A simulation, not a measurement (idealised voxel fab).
The following process module bears the name voxel transistor to metal.
Square cells of 5 nm make up the cross-section cut, whose width is 185 nm.
Just so we're on the same page, the cross-sections are grids of square cells, and they're listed out in bands top to bottom, each band one or more rows deep. Read a band's entry like this: the first values are the height of its top and the height of its bottom in nm, and what follows is the sequence of materials from left to right, each with its width in nm. Note that "air" is empty space, and that a single material marked "throughout" reaches across the band from edge to edge. Convention: height 0 is the level below which the wafer, as received, is all one material. The lowest band does not terminate at the bottom but continues downward, represented as "top 0, no bottom". Width "30 to 40": first value at the band's top row of cells, second value at its bottom row, equal change from row to row. Any step labelled "remains unaltered" changed none of the cells in the cross-section. The entry titled "Sealed void list" provides the empty spaces that have no open way to the top, restricted to those of 8 cells or more. Each is presented as width x height at distance, the distance being measured from the left edge, with all three in nm. That trailing text on a step's line, after the settings, is the simulator's own remark on the step. A step's line can hold "overlay nm"; with a mask on that step, the setting says how far right of the planned place the mask lay, while a negative setting says it lay to the left.
-- The planned process steps are enumerated hereunder
1. RECEIVE, material Si
2. CONFORMAL_DEP, material SiO2, thk nm 5
3. CONFORMAL_DEP, material SiN, thk nm 10
4. DIRECTIONAL_DEP, material aC, thk nm 10
5. PATTERN, tone cover, mask id ACTIVE, material resist, width nm 125, thk nm 30, overlay nm 0
6. DIRECTIONAL_ETCH, etch materials aC, depth nm 10
7. STRIP, etch materials resist
8. DIRECTIONAL_ETCH, etch materials SiN, depth nm 10
9. DIRECTIONAL_ETCH, etch materials SiO2, depth nm 5
10. DIRECTIONAL_ETCH, etch materials Si, depth nm 20
11. STRIP, etch materials aC
12. FILL_DEP, material SiO2, thk nm 10
13. CMP, height nm 15
14. SELECTIVE_ETCH, etch materials SiO2, depth nm 5
15. STRIP, etch materials SiN
16. SELECTIVE_ETCH, etch materials SiO2, depth nm 5
17. OXIDIZE, depth nm 5
18. DIRECTIONAL_DEP, material polySi, thk nm 30
19. DIRECTIONAL_DEP, material SiCN, thk nm 10
20. MASKED_ETCH, tone cover, mask id GATE, width nm 35, etch materials SiCN, depth nm 20, overlay nm 0
21. MASKED_ETCH, tone cover, mask id GATE, width nm 35, etch materials polySi, depth nm 40, overlay nm 0
22. CONFORMAL_DEP, material SiN, thk nm 10
23. DIRECTIONAL_ETCH, etch materials SiN, depth nm 10
24. DIRECTIONAL_ETCH, etch materials SiO2, depth nm 5
25. DIRECTIONAL_ETCH, etch materials Si, depth nm 5
26. EPI, material SiGe, thk nm 5
27. FILL_DEP, material SiO2, thk nm 5
28. CMP, height nm 30
29. STRIP, etch materials polySi
30. SELECTIVE_ETCH, etch materials SiO2, depth nm 5
31. CONFORMAL_DEP, material HfO2, thk nm 5
32. CONFORMAL_DEP, material TiN, thk nm 5
33. FILL_DEP, material W, thk nm 5
34. CMP, height nm 25
35. DIRECTIONAL_DEP, material SiO2, thk nm 15
36. MASKED_ETCH, tone open, mask id CONTACT, width nm 20, pitch nm 95, etch materials SiO2, depth nm 45, overlay nm 0
37. CONFORMAL_DEP, material TiN, thk nm 5
38. FILL_DEP, material Ru, thk nm 5
39. CMP, height nm 40
40. CONFORMAL_DEP, material SiN, thk nm 5
41. DIRECTIONAL_DEP, material SiO2, thk nm 15
42. PATTERN, tone open, mask id METAL_1, material resist, width nm 20, pitch nm 95, thk nm 15, overlay nm 0
43. DIRECTIONAL_ETCH, etch materials SiO2, depth nm 15
44. DIRECTIONAL_ETCH, etch materials SiN, depth nm 5
45. STRIP, etch materials resist
46. CONFORMAL_DEP, material TiN, thk nm 5
47. FILL_DEP, material Cu, thk nm 10
48. CMP, height nm 60
49. CONFORMAL_DEP, material SiN, thk nm 5
-- As received (post step 1): cross-section
* top 0, no bottom | Si throughout
* Sealed void list: none
-- Result of the module, cross-sectioned: start per above, plan per above, one error in how it was run
* top 65, bottom 60 | SiN throughout
* top 60, bottom 45 | 35 SiO2; 5 TiN; 10 Cu; 5 TiN; 75 SiO2; 5 TiN; 10 Cu; 5 TiN; 35 SiO2
* top 45, bottom 40 | 35 SiN; 20 TiN; 75 SiN; 20 TiN; 35 SiN
* top 40, bottom 25 | 35 SiO2; 5 W; 10 Ru; 5 W; 75 SiO2; 5 W; 10 Ru; 5 W; 35 SiO2
* top 25, bottom 5 | 35 SiO2; 5 W; 10 Ru; 5 W; 10 SiO2; 10 SiN; 5 HfO2; 5 TiN; 15 W; 5 TiN; 5 HfO2; 10 SiN; 10 SiO2; 5 W; 10 Ru; 5 W; 35 SiO2
* top 5, bottom 0 | 25 SiO2; 10 SiN; 10 W; 5 Ru; 5 W; 10 SiO2; 10 SiN; 5 HfO2; 25 TiN; 5 HfO2; 10 SiN; 10 SiO2; 5 W; 5 Ru; 10 W; 10 SiN; 25 SiO2
* top 0, bottom -5 | 35 SiO2; 5 SiGe; 15 W; 5 SiO2; 5 SiGe; 5 SiO2; 45 HfO2; 5 SiO2; 5 SiGe; 5 SiO2; 15 W; 5 SiGe; 35 SiO2
* top -5, bottom -10 | 30 SiO2; 5 Si; 30 SiGe; 55 Si; 30 SiGe; 5 Si; 30 SiO2
* top -10, bottom -20 | 30 SiO2; 125 Si; 30 SiO2
* top -20, no bottom | Si throughout
* Sealed void list: none
Here's what went sideways: so step 37 ended up running with a different setting than we planned, it ran as CONFORMAL_DEP, material W, thk nm 5
